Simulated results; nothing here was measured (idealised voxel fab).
This is a process module. Its name is voxel gate over fins.
Cross-section cut: width 260 nm, square cells of 5 nm.
A cross-section is written here as square cells arranged in a grid, and it is given in bands from the top down, each band taking up one or more rows of cells. Each band's line starts with the height of the band's top and of its bottom, in nm. Then come its materials from left to right, each with its width in nm. One material with "everywhere" fills the band from edge to edge. "empty" is empty space. Ref level 0: as-received wafer is one material below here. Bottom band extends down with no lower bound ("0 -> down"). Per-row width for "30..40": begins at first number (top row of band), ends at second number (bottom row), increment between rows held constant. Where a step carries "no change occurred", the cross-section came out of it unchanged, cell for cell. Listed in "Closed-off voids": every empty space of 8 or more cells without an open way to the top. Form: width x height at distance, the distance being from the left edge, all in nm. Anything after a step's settings on that line? It's the simulator's own note about the step. A step's line can hold "overlay nm"; with a mask on that step, the setting says how far right of the planned place the mask lay, while a negative setting says it lay to the left.
-- Steps in the process plan
1,RECEIVE (material Si)
2,CONFORMAL_DEP (material SiN; thk nm 5)
3,MASKED_ETCH (tone cover; mask id FINS; width nm 15; pitch nm 50; etch materials SiN; depth nm 5; overlay nm 0)
4,MASKED_ETCH (tone cover; mask id FINS; width nm 15; pitch nm 50; etch materials Si; depth nm 35; overlay nm 0)
5,OXIDIZE (depth nm 5)
6,FILL_DEP (material SiO2; thk nm 15)
7,CMP (height nm 5)
8,MASKED_ETCH (tone open; mask id RAIL; width nm 15; etch materials SiO2; depth nm 35; overlay nm 0)
9,CONFORMAL_DEP (material TiN; thk nm 5)
10,FILL_DEP (material Ru; thk nm 5)
11,CMP (height nm 5)
12,SELECTIVE_ETCH (etch materials W Ru TiN; depth nm 20)
13,FILL_DEP (material SiO2; thk nm 5)
14,CMP (height nm 5)
15,SELECTIVE_ETCH (etch materials SiO2; depth nm 15)
16,STRIP (etch materials SiN)
17,CONFORMAL_DEP (material HfO2; thk nm 5)
18,CONFORMAL_DEP (material TiN; thk nm 5)
19,CONFORMAL_DEP (material TiAl; thk nm 5)
20,CONFORMAL_DEP (material TiN; thk nm 5)
21,FILL_DEP (material W; thk nm 10)
22,CMP (height nm 25)
23,CONFORMAL_DEP (material SiCN; thk nm 5)
-- Wafer, first of two, run as planned
-- Cross-section of the wafer as it came to us, i.e., already through step 1
	0 -> down  Si everywhere
	Closed-off voids: none
-- So this is the wafer cross-section right after step 2
	5 -> 0  SiN everywhere
	Heights below 0 show no change.
-- So this is the wafer cross-section right after step 3
	5 -> 0  empty=45  SiN=15  empty=35  SiN=15  empty=35  SiN=15  empty=35  SiN=15  empty=50
	Heights below 0 show no change.
-- So this is the wafer cross-section right after step 4
	5 -> 0  empty=45  SiN=15  empty=35  SiN=15  empty=35  SiN=15  empty=35  SiN=15  empty=50
	0 -> -35  empty=45  Si=15  empty=35  Si=15  empty=35  Si=15  empty=35  Si=15  empty=50
	Heights below -35 show no change.
-- So this is the wafer cross-section right after step 5
	5 -> 0  empty=45  SiN=15  empty=35  SiN=15  empty=35  SiN=15  empty=35  SiN=15  empty=50
	0 -> -35  empty=45  SiO2=5  Si=5  SiO2=5  empty=35  SiO2=5  Si=5  SiO2=5  empty=35  SiO2=5  Si=5  SiO2=5  empty=35  SiO2=5  Si=5  SiO2=5  empty=50
	-35 -> -40  SiO2=50  Si=5  SiO2=45  Si=5  SiO2=45  Si=5  SiO2=45  Si=5  SiO2=55
	Heights below -40 show no change.
-- So this is the wafer cross-section right after step 6
	20 -> 5  SiO2 everywhere
	5 -> 0  SiO2=45  SiN=15  SiO2=35  SiN=15  SiO2=35  SiN=15  SiO2=35  SiN=15  SiO2=50
	0 -> -40  SiO2=50  Si=5  SiO2=45  Si=5  SiO2=45  Si=5  SiO2=45  Si=5  SiO2=55
	Heights below -40 show no change.
-- So this is the wafer cross-section right after step 7
	5 -> 0  SiO2=45  SiN=15  SiO2=35  SiN=15  SiO2=35  SiN=15  SiO2=35  SiN=15  SiO2=50
	Heights below 0 show no change.
-- So this is the wafer cross-section right after step 8
	5 -> 0  SiO2=45  SiN=15  SiO2=10  empty=15  SiO2=10  SiN=15  SiO2=35  SiN=15  SiO2=35  SiN=15  SiO2=50
	0 -> -30  SiO2=50  Si=5  SiO2=15  empty=15  SiO2=15  Si=5  SiO2=45  Si=5  SiO2=45  Si=5  SiO2=55
	Heights below -30 show no change.
-- So this is the wafer cross-section right after step 9
	10 -> 5  TiN=75  empty=5  TiN=180
	5 -> 0  SiO2=45  SiN=15  SiO2=10  TiN=5  empty=5  TiN=5  SiO2=10  SiN=15  SiO2=35  SiN=15  SiO2=35  SiN=15  SiO2=50
	0 -> -25  SiO2=50  Si=5  SiO2=15  TiN=5  empty=5  TiN=5  SiO2=15  Si=5  SiO2=45  Si=5  SiO2=45  Si=5  SiO2=55
	-25 -> -30  SiO2=50  Si=5  SiO2=15  TiN=15  SiO2=15  Si=5  SiO2=45  Si=5  SiO2=45  Si=5  SiO2=55
	Heights below -30 show no change.
-- So this is the wafer cross-section right after step 10
	15 -> 10  Ru everywhere
	10 -> 5  TiN=75  Ru=5  TiN=180
	5 -> 0  SiO2=45  SiN=15  SiO2=10  TiN=5  Ru=5  TiN=5  SiO2=10  SiN=15  SiO2=35  SiN=15  SiO2=35  SiN=15  SiO2=50
	0 -> -25  SiO2=50  Si=5  SiO2=15  TiN=5  Ru=5  TiN=5  SiO2=15  Si=5  SiO2=45  Si=5  SiO2=45  Si=5  SiO2=55
	Heights below -25 show no change.
-- So this is the wafer cross-section right after step 11
	5 -> 0  SiO2=45  SiN=15  SiO2=10  TiN=5  Ru=5  TiN=5  SiO2=10  SiN=15  SiO2=35  SiN=15  SiO2=35  SiN=15  SiO2=50
	Heights below 0 show no change.
-- So this is the wafer cross-section right after step 12
	5 -> 0  SiO2=45  SiN=15  SiO2=10  empty=15  SiO2=10  SiN=15  SiO2=35  SiN=15  SiO2=35  SiN=15  SiO2=50
	0 -> -15  SiO2=50  Si=5  SiO2=15  empty=15  SiO2=15  Si=5  SiO2=45  Si=5  SiO2=45  Si=5  SiO2=55
	Heights below -15 show no change.
-- So this is the wafer cross-section right after step 13
	10 -> 5  SiO2 everywhere
	5 -> 0  SiO2=45  SiN=15  SiO2=35  SiN=15  SiO2=35  SiN=15  SiO2=35  SiN=15  SiO2=50
	0 -> -15  SiO2=50  Si=5  SiO2=45  Si=5  SiO2=45  Si=5  SiO2=45  Si=5  SiO2=55
	Heights below -15 show no change.
-- So this is the wafer cross-section right after step 14
	5 -> 0  SiO2=45  SiN=15  SiO2=35  SiN=15  SiO2=35  SiN=15  SiO2=35  SiN=15  SiO2=50
	Heights below 0 show no change.
-- So this is the wafer cross-section right after step 15
	5 -> 0  empty=45  SiN=15  empty=35  SiN=15  empty=35  SiN=15  empty=35  SiN=15  empty=50
	0 -> -10  empty=50  Si=5  empty=45  Si=5  empty=45  Si=5  empty=45  Si=5  empty=55
	Heights below -10 show no change.
-- So this is the wafer cross-section right after step 16
	0 -> -10  empty=50  Si=5  empty=45  Si=5  empty=45  Si=5  empty=45  Si=5  empty=55
	Heights below -10 show no change.
-- So this is the wafer cross-section right after step 17
	5 -> 0  empty=45  HfO2=15  empty=35  HfO2=15  empty=35  HfO2=15  empty=35  HfO2=15  empty=50
	0 -> -5  empty=45  HfO2=5  Si=5  HfO2=5  empty=35  HfO2=5  Si=5  HfO2=5  empty=35  HfO2=5  Si=5  HfO2=5  empty=35  HfO2=5  Si=5  HfO2=5  empty=50
	-5 -> -10  HfO2=50  Si=5  HfO2=45  Si=5  HfO2=45  Si=5  HfO2=45  Si=5  HfO2=55
	Heights below -10 show no change.
-- So this is the wafer cross-section right after step 18
	10 -> 5  empty=40  TiN=25  empty=25  TiN=25  empty=25  TiN=25  empty=25  TiN=25  empty=45
	5 -> 0  empty=40  TiN=5  HfO2=15  TiN=5  empty=25  TiN=5  HfO2=15  TiN=5  empty=25  TiN=5  HfO2=15  TiN=5  empty=25  TiN=5  HfO2=15  TiN=5  empty=45
	0 -> -5  TiN=45  HfO2=5  Si=5  HfO2=5  TiN=35  HfO2=5  Si=5  HfO2=5  TiN=35  HfO2=5  Si=5  HfO2=5  TiN=35  HfO2=5  Si=5  HfO2=5  TiN=50
	Heights below -5 show no change.
-- So this is the wafer cross-section right after step 19
	15 -> 10  empty=35  TiAl=35  empty=15  TiAl=35  empty=15  TiAl=35  empty=15  TiAl=35  empty=40
	10 -> 5  empty=35  TiAl=5  TiN=25  TiAl=5  empty=15  TiAl=5  TiN=25  TiAl=5  empty=15  TiAl=5  TiN=25  TiAl=5  empty=15  TiAl=5  TiN=25  TiAl=5  empty=40
	5 -> 0  TiAl=40  TiN=5  HfO2=15  TiN=5  TiAl=25  TiN=5  HfO2=15  TiN=5  TiAl=25  TiN=5  HfO2=15  TiN=5  TiAl=25  TiN=5  HfO2=15  TiN=5  TiAl=45
	Heights below 0 show no change.
-- So this is the wafer cross-section right after step 20
	20 -> 15  empty=30  TiN=45  empty=5  TiN=45  empty=5  TiN=45  empty=5  TiN=45  empty=35
	15 -> 10  empty=30  TiN=5  TiAl=35  TiN=5  empty=5  TiN=5  TiAl=35  TiN=5  empty=5  TiN=5  TiAl=35  TiN=5  empty=5  TiN=5  TiAl=35  TiN=5  empty=35
	10 -> 5  TiN=35  TiAl=5  TiN=25  TiAl=5  TiN=15  TiAl=5  TiN=25  TiAl=5  TiN=15  TiAl=5  TiN=25  TiAl=5  TiN=15  TiAl=5  TiN=25  TiAl=5  TiN=40
	Heights below 5 show no change.
-- So this is the wafer cross-section right after step 21
	30 -> 20  W everywhere
	20 -> 15  W=30  TiN=45  W=5  TiN=45  W=5  TiN=45  W=5  TiN=45  W=35
	15 -> 10  W=30  TiN=5  TiAl=35  TiN=5  W=5  TiN=5  TiAl=35  TiN=5  W=5  TiN=5  TiAl=35  TiN=5  W=5  TiN=5  TiAl=35  TiN=5  W=35
	Heights below 10 show no change.
-- So this is the wafer cross-section right after step 22
	25 -> 20  W everywhere
	Heights below 20 show no change.
-- So this is the wafer cross-section right after step 23
	30 -> 25  SiCN everywhere
	Heights below 25 show no change.
-- Second Wafer (Identical Start and Plan, One Processing Error; Matches First Wafer Through Step 2)
-- The second wafer in cross-section, at the planned close of step 3
	5 -> 0  SiN=45  empty=15  SiN=35  empty=15  SiN=35  empty=15  SiN=35  empty=15  SiN=50
	Heights below 0 show no change.
The second wafer in cross-section, at the planned close of step 4: no change occurred
-- The second wafer in cross-section, at the planned close of step 5
	5 -> 0  SiN=45  empty=15  SiN=35  empty=15  SiN=35  empty=15  SiN=35  empty=15  SiN=50
	0 -> -5  Si=40  SiO2=25  Si=25  SiO2=25  Si=25  SiO2=25  Si=25  SiO2=25  Si=45
	Heights below -5 show no change.
-- The second wafer in cross-section, at the planned close of step 6
	20 -> 5  SiO2 everywhere
	5 -> 0  SiN=45  SiO2=15  SiN=35  SiO2=15  SiN=35  SiO2=15  SiN=35  SiO2=15  SiN=50
	Heights below 0 show no change.
-- The second wafer in cross-section, at the planned close of step 7
	5 -> 0  SiN=45  SiO2=15  SiN=35  SiO2=15  SiN=35  SiO2=15  SiN=35  SiO2=15  SiN=50
	Heights below 0 show no change.
The second wafer in cross-section, at the planned close of step 8: no change occurred
-- The second wafer in cross-section, at the planned close of step 9
	10 -> 5  TiN everywhere
	Heights below 5 show no change.
-- The second wafer in cross-section, at the planned close of step 10
	15 -> 10  Ru everywhere
	Heights below 10 show no change.
-- The second wafer in cross-section, at the planned close of step 11
	5 -> 0  SiN=45  SiO2=15  SiN=35  SiO2=15  SiN=35  SiO2=15  SiN=35  SiO2=15  SiN=50
	Heights below 0 show no change.
The second wafer in cross-section, at the planned close of step 12: no change occurred
-- The second wafer in cross-section, at the planned close of step 13
	10 -> 5  SiO2 everywhere
	Heights below 5 show no change.
-- The second wafer in cross-section, at the planned close of step 14
	5 -> 0  SiN=45  SiO2=15  SiN=35  SiO2=15  SiN=35  SiO2=15  SiN=35  SiO2=15  SiN=50
	Heights below 0 show no change.
-- The second wafer in cross-section, at the planned close of step 15
	5 -> 0  SiN=45  empty=15  SiN=35  empty=15  SiN=35  empty=15  SiN=35  empty=15  SiN=50
	0 -> -5  Si=40  empty=25  Si=25  empty=25  Si=25  empty=25  Si=25  empty=25  Si=45
	Heights below -5 show no change.
-- The second wafer in cross-section, at the planned close of step 16
	0 -> -5  Si=40  empty=25  Si=25  empty=25  Si=25  empty=25  Si=25  empty=25  Si=45
	Heights below -5 show no change.
-- The second wafer in cross-section, at the planned close of step 17
	5 -> 0  HfO2=45  empty=15  HfO2=35  empty=15  HfO2=35  empty=15  HfO2=35  empty=15  HfO2=50
	0 -> -5  Si=40  HfO2=25  Si=25  HfO2=25  Si=25  HfO2=25  Si=25  HfO2=25  Si=45
	Heights below -5 show no change.
-- The second wafer in cross-section, at the planned close of step 18
	10 -> 5  TiN=50  empty=5  TiN=45  empty=5  TiN=45  empty=5  TiN=45  empty=5  TiN=55
	5 -> 0  HfO2=45  TiN=15  HfO2=35  TiN=15  HfO2=35  TiN=15  HfO2=35  TiN=15  HfO2=50
	Heights below 0 show no change.
-- The second wafer in cross-section, at the planned close of step 19
	15 -> 10  TiAl everywhere
	10 -> 5  TiN=50  TiAl=5  TiN=45  TiAl=5  TiN=45  TiAl=5  TiN=45  TiAl=5  TiN=55
	Heights below 5 show no change.
-- The second wafer in cross-section, at the planned close of step 20
	20 -> 15  TiN everywhere
	Heights below 15 show no change.
-- The second wafer in cross-section, at the planned close of step 21
	30 -> 20  W everywhere
	Heights below 20 show no change.
-- The second wafer in cross-section, at the planned close of step 22
	25 -> 20  W everywhere
	Heights below 20 show no change.
-- The second wafer in cross-section, at the planned close of step 23
	30 -> 25  SiCN everywhere
	Heights below 25 show no change.
Heads up, the wafer didn't run the way we planned it: step 3 was processed under conditions differing from the plan, specifically as MASKED_ETCH (tone open; mask id FINS; width nm 15; pitch nm 50; etch materials SiN; depth nm 5; overlay nm 0)
End check, counted in cells, second wafer has more or fewer of these materials than the first: HfO2 -8, Ru -2, Si +364, SiO2 -279, TiAl -12, TiN -31, W -32
